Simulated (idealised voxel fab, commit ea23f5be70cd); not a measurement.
process module | voxel capacitor over wiring
cross-section cut | 240 nm wide | cells 5 nm
A cross-section is a grid of square cells, given in bands from the top down. A band is one or more rows of cells.
Each band's line starts with the height of the band's top and of its bottom, in nm. Then come its materials from left to right, each with its width in nm. One material with "throughout" fills the band from edge to edge. "air" is empty space.
Height 0 is the level under which the wafer as received is all one material. The lowest band goes on downwards, as in "0 down".
A width such as "30 to 40" changes by the same amount from each row of cells to the next, from the band's top row to its bottom row.
"no change" after a step means that no cell of the cross-section changed.
closed voids: empty space of 8 cells or more with no open way to the top, each as width x height at its distance from the left edge, in nm
after a step's settings: what the simulator itself notes on the step
overlay nm, on a step with a mask: how far to the right of its planned place the mask lay; to the left if negative
plan
1 op RECEIVE | material Si
2 op CONFORMAL_DEP | material SiO2 | thk nm 10
3 op CONFORMAL_DEP | material SiN | thk nm 5
4 op DIRECTIONAL_DEP | material lowk | thk nm 25
5 op MASKED_ETCH | tone open | mask id METAL_1 | width nm 20 | pitch nm 80 | etch materials lowk | depth nm 25 | overlay nm 0
6 op MASKED_ETCH | tone open | mask id METAL_1 | width nm 20 | pitch nm 80 | etch materials SiN | depth nm 5 | overlay nm 0
7 op CONFORMAL_DEP | material TiN | thk nm 5
8 op FILL_DEP | material Cu | thk nm 5
9 op CMP | height nm 40
10 op EPI | material Ru | thk nm 5
11 op FILL_DEP | material SiCN | thk nm 5
12 op DIRECTIONAL_DEP | material SiO2 | thk nm 10
13 op PATTERN | tone open | mask id PLUG_1 | material resist | width nm 15 | thk nm 15 | overlay nm 0
14 op DIRECTIONAL_ETCH | etch materials SiO2 | depth nm 10
15 op DIRECTIONAL_ETCH | etch materials SiCN | depth nm 5
16 op STRIP | etch materials resist
17 op CONFORMAL_DEP | material TiN | thk nm 5
18 op FILL_DEP | material Ru | thk nm 5
19 op CMP | height nm 60
20 op DIRECTIONAL_DEP | material TiN | thk nm 5
21 op DIRECTIONAL_DEP | material HfO2 | thk nm 5
22 op DIRECTIONAL_DEP | material TiN | thk nm 10
23 op MASKED_ETCH | tone cover | mask id UPPER_PLATE | width nm 65 | etch materials TiN | depth nm 10 | overlay nm 0
24 op MASKED_ETCH | tone cover | mask id UPPER_PLATE | width nm 65 | etch materials HfO2 | depth nm 5 | overlay nm 0
25 op MASKED_ETCH | tone cover | mask id LOWER_PLATE | width nm 75 | etch materials TiN | depth nm 5 | overlay nm 0
26 op FILL_DEP | material SiO2 | thk nm 20
27 op CMP | height nm 95
28 op PATTERN | tone open | mask id PLUG_2 | material resist | width nm 15 | thk nm 20 | overlay nm 0
29 op DIRECTIONAL_ETCH | etch materials SiO2 | depth nm 15
30 op STRIP | etch materials resist
31 op CONFORMAL_DEP | material TiN | thk nm 5
32 op FILL_DEP | material Cu | thk nm 5
33 op CMP | height nm 95
34 op CONFORMAL_DEP | material SiCN | thk nm 5
varied across the wafers: width nm of step 13. The plan shows the first wafer's value. All wafers start alike
first wafer as received, after step 1
  0 down: Si throughout
  closed voids: none
each wafer at the end: cells of each material gained (+) or lost (-) since it was received, then its closed voids
width nm 15 | +22 Cu | +13 HfO2 | +14 Ru | +129 SiCN | +40 SiN | +459 SiO2 | +83 TiN | +200 lowk | closed voids: none
width nm 20 | +22 Cu | +13 HfO2 | +16 Ru | +128 SiCN | +40 SiN | +457 SiO2 | +84 TiN | +200 lowk | closed voids: none
width nm 25 | +22 Cu | +13 HfO2 | +18 Ru | +127 SiCN | +40 SiN | +455 SiO2 | +85 TiN | +200 lowk | closed voids: none
width nm 30 | +22 Cu | +13 HfO2 | +20 Ru | +126 SiCN | +40 SiN | +453 SiO2 | +86 TiN | +200 lowk | closed voids: none
